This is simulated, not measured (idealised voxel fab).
Presented below is a process module, voxel wiring stack.
Cross-section cut spans 220 nm and uses square cells 5 nm in size.
Cross-section, as written here: a square-cell grid given band by band from the top down, where a band holds one or more rows of cells.
Basically the band line says how high the top is and how high the bottom is, in nm, and then what's in it from left to right, every material with its width in nm. Empty space shows up as "air", and if a single material carries "throughout" it runs the full band edge to edge.
Ref level 0: as-received wafer is one material below here. Bottom band extends down with no lower bound ("0 and below").
The expression "30 to 40" gives the width at the extremes of the band, the first number at its top row of cells and the second at its bottom row, with the width changing by equal amounts from each row to the next in between.
When a step is marked "stayed the same", none of the cells in the cross-section changed during that step.
You'll see "Fully sealed voids" listing empty spaces that have no way open to the top, as long as they're 8 cells or more; the notation is width x height at distance, where the distance is from the left edge, and all of it is in nm.
Text after the settings on a step's line: the simulator's own remark on that step.
You can add "overlay nm" to a step's line. For a step with a mask, it describes how far the mask lay to the right of its planned position, and a negative number describes a lay to the left.

THE STEPS PLANNED FOR THE PROCESS ARE AS FOLLOWS
1 RECEIVE | material Si
2 CONFORMAL_DEP | material SiO2 | thk nm 15
3 CONFORMAL_DEP | material SiN | thk nm 5
4 DIRECTIONAL_DEP | material SiO2 | thk nm 25
5 DIRECTIONAL_DEP | material aC | thk nm 15
6 PATTERN | tone open | mask id METAL_1 | material resist | width nm 20 | pitch nm 45 | thk nm 35 | overlay nm 0
7 DIRECTIONAL_ETCH | etch materials aC | depth nm 15
8 STRIP | etch materials resist
9 DIRECTIONAL_ETCH | etch materials SiO2 | depth nm 25
10 DIRECTIONAL_ETCH | etch materials SiN | depth nm 5
11 STRIP | etch materials aC
12 CONFORMAL_DEP | material TiN | thk nm 5
13 FILL_DEP | material Ru | thk nm 10
14 CMP | height nm 45
15 EPI | material Ru | thk nm 5
16 FILL_DEP | material SiCN | thk nm 5
17 DIRECTIONAL_DEP | material lowk | thk nm 10
18 PATTERN | tone open | mask id PLUG_1 | material resist | width nm 15 | pitch nm 90 | thk nm 15 | overlay nm 0
19 DIRECTIONAL_ETCH | etch materials lowk | depth nm 10
20 DIRECTIONAL_ETCH | etch materials SiCN | depth nm 5
21 STRIP | etch materials resist
22 EPI | material Ru | thk nm 10
23 EPI | material Ru | thk nm 5
24 DIRECTIONAL_DEP | material TiN | thk nm 5
25 DIRECTIONAL_DEP | material Ru | thk nm 20
26 DIRECTIONAL_DEP | material aC | thk nm 10
27 PATTERN | tone cover | mask id METAL_2 | material resist | width nm 20 | pitch nm 45 | thk nm 30 | overlay nm 0
28 DIRECTIONAL_ETCH | etch materials aC | depth nm 10
29 STRIP | etch materials resist
30 DIRECTIONAL_ETCH | etch materials Ru | depth nm 20
31 DIRECTIONAL_ETCH | etch materials TiN | depth nm 5
32 STRIP | etch materials aC
33 CONFORMAL_DEP | material SiN | thk nm 5
34 FILL_DEP | material lowk | thk nm 10
35 CMP | height nm 90
36 CONFORMAL_DEP | material SiCN | thk nm 5
37 DIRECTIONAL_DEP | material SiO2 | thk nm 10
38 PATTERN | tone open | mask id PLUG_2 | material resist | width nm 15 | pitch nm 90 | thk nm 20 | overlay nm 0
39 DIRECTIONAL_ETCH | etch materials SiO2 | depth nm 10
40 DIRECTIONAL_ETCH | etch materials SiCN | depth nm 5
41 STRIP | etch materials resist
42 EPI | material Ru | thk nm 10
43 EPI | material Ru | thk nm 5
44 CONFORMAL_DEP | material SiCN | thk nm 5
45 DIRECTIONAL_DEP | material lowk | thk nm 25
46 MASKED_ETCH | tone open | mask id METAL_3 | width nm 20 | pitch nm 45 | etch materials lowk | depth nm 25 | overlay nm 0
47 MASKED_ETCH | tone open | mask id METAL_3 | width nm 20 | pitch nm 45 | etch materials SiCN | depth nm 5 | overlay nm 0
48 CONFORMAL_DEP | material TiN | thk nm 5
49 FILL_DEP | material Ru | thk nm 5
50 CMP | height nm 135
51 CONFORMAL_DEP | material SiCN | thk nm 5

THE CROSS-SECTION HERE SHOWS THE WAFER AS RECEIVED, I.E. IN ITS STATE AFTER STEP 1
0 and below: Si throughout
Fully sealed voids: none

HERE'S THE CROSS-SECTION OF THE FIRST OF OUR TWO WAFERS AT THE END OF THE MODULE - IT RAN AS PLANNED
140 down to 135: SiCN throughout
135 down to 110: 30 lowk, then 5 TiN, then 10 Ru, then 5 TiN, then 25 lowk, then 5 TiN, then 10 Ru, then 5 TiN, then 25 lowk, then 5 TiN, then 10 Ru, then 5 TiN, then 25 lowk, then 5 TiN, then 10 Ru, then 5 TiN, then 35 lowk
110 down to 105: 30 SiCN, then 20 TiN, then 25 SiCN, then 20 TiN, then 25 SiCN, then 20 TiN, then 25 SiCN, then 20 TiN, then 35 SiCN
105 down to 95: 30 SiO2, then 15 Ru, then 75 SiO2, then 15 Ru, then 85 SiO2
95 down to 90: 30 SiCN, then 15 Ru, then 75 SiCN, then 15 Ru, then 85 SiCN
90 down to 70: 25 lowk, then 5 SiN, then 20 Ru, then 5 SiN, then 15 lowk, then 5 SiN, then 20 Ru, then 5 SiN, then 15 lowk, then 5 SiN, then 20 Ru, then 5 SiN, then 15 lowk, then 5 SiN, then 20 Ru, then 5 SiN, then 30 lowk
70 down to 65: 30 SiN, then 20 TiN, then 25 SiN, then 20 TiN, then 25 SiN, then 20 TiN, then 25 SiN, then 20 TiN, then 35 SiN
65 down to 55: 30 lowk, then 15 Ru, then 75 lowk, then 15 Ru, then 85 lowk
55 down to 50: 30 SiCN, then 15 Ru, then 75 SiCN, then 15 Ru, then 85 SiCN
50 down to 45: 25 SiCN, then 30 Ru, then 15 SiCN, then 30 Ru, then 15 SiCN, then 30 Ru, then 15 SiCN, then 30 Ru, then 30 SiCN
45 down to 20: 30 SiO2, then 5 TiN, then 10 Ru, then 5 TiN, then 25 SiO2, then 5 TiN, then 10 Ru, then 5 TiN, then 25 SiO2, then 5 TiN, then 10 Ru, then 5 TiN, then 25 SiO2, then 5 TiN, then 10 Ru, then 5 TiN, then 35 SiO2
20 down to 15: 30 SiN, then 20 TiN, then 25 SiN, then 20 TiN, then 25 SiN, then 20 TiN, then 25 SiN, then 20 TiN, then 35 SiN
15 down to 0: SiO2 throughout
0 and below: Si throughout
Fully sealed voids: none

HERE'S THE SECOND OF OUR TWO WAFERS SECTIONED AT MODULE END. SAME START AS THE FIRST, SAME PLAN, BUT ONE MISTAKE GOT MADE RUNNING IT
140 down to 135: SiCN throughout
135 down to 110: 30 lowk, then 5 TiN, then 10 Ru, then 5 TiN, then 25 lowk, then 5 TiN, then 10 Ru, then 5 TiN, then 25 lowk, then 5 TiN, then 10 Ru, then 5 TiN, then 25 lowk, then 5 TiN, then 10 Ru, then 5 TiN, then 35 lowk
110 down to 105: 30 SiCN, then 20 TiN, then 25 SiCN, then 20 TiN, then 25 SiCN, then 20 TiN, then 25 SiCN, then 20 TiN, then 35 SiCN
105 down to 95: 30 SiO2, then 15 Ru, then 75 SiO2, then 15 Ru, then 85 SiO2
95 down to 90: 30 SiCN, then 15 Ru, then 75 SiCN, then 15 Ru, then 85 SiCN
90 down to 70: 25 lowk, then 5 SiN, then 20 Ru, then 5 SiN, then 15 lowk, then 5 SiN, then 20 Ru, then 5 SiN, then 15 lowk, then 5 SiN, then 20 Ru, then 5 SiN, then 15 lowk, then 5 SiN, then 20 Ru, then 5 SiN, then 30 lowk
70 down to 65: 30 SiN, then 20 TiN, then 25 SiN, then 20 TiN, then 25 SiN, then 20 TiN, then 25 SiN, then 20 TiN, then 35 SiN
65 down to 55: 30 lowk, then 15 Ru, then 75 lowk, then 15 Ru, then 85 lowk
55 down to 50: 30 SiCN, then 15 Ru, then 75 SiCN, then 15 Ru, then 85 SiCN
50 down to 45: 35 Ru, then 10 SiCN, then 35 Ru, then 10 SiCN, then 35 Ru, then 10 SiCN, then 35 Ru, then 10 SiCN, then 40 Ru
45 down to 20: 25 Ru, then 5 TiN, then 20 SiO2, then 5 TiN, then 15 Ru, then 5 TiN, then 20 SiO2, then 5 TiN, then 15 Ru, then 5 TiN, then 20 SiO2, then 5 TiN, then 15 Ru, then 5 TiN, then 20 SiO2, then 5 TiN, then 30 Ru
20 down to 15: 30 TiN, then 20 SiN, then 25 TiN, then 20 SiN, then 25 TiN, then 20 SiN, then 25 TiN, then 20 SiN, then 35 TiN
15 down to 0: SiO2 throughout
0 and below: Si throughout
Fully sealed voids: none
Here's what went sideways: step 6, actual vs plan mismatch, actual run PATTERN | tone cover | mask id METAL_1 | material resist | width nm 20 | pitch nm 45 | thk nm 35 | overlay nm 0
Count the cells at the end and the second wafer has more or fewer of some materials than the first: +72 Ru; -12 SiCN; -12 SiN; -60 SiO2; +12 TiN
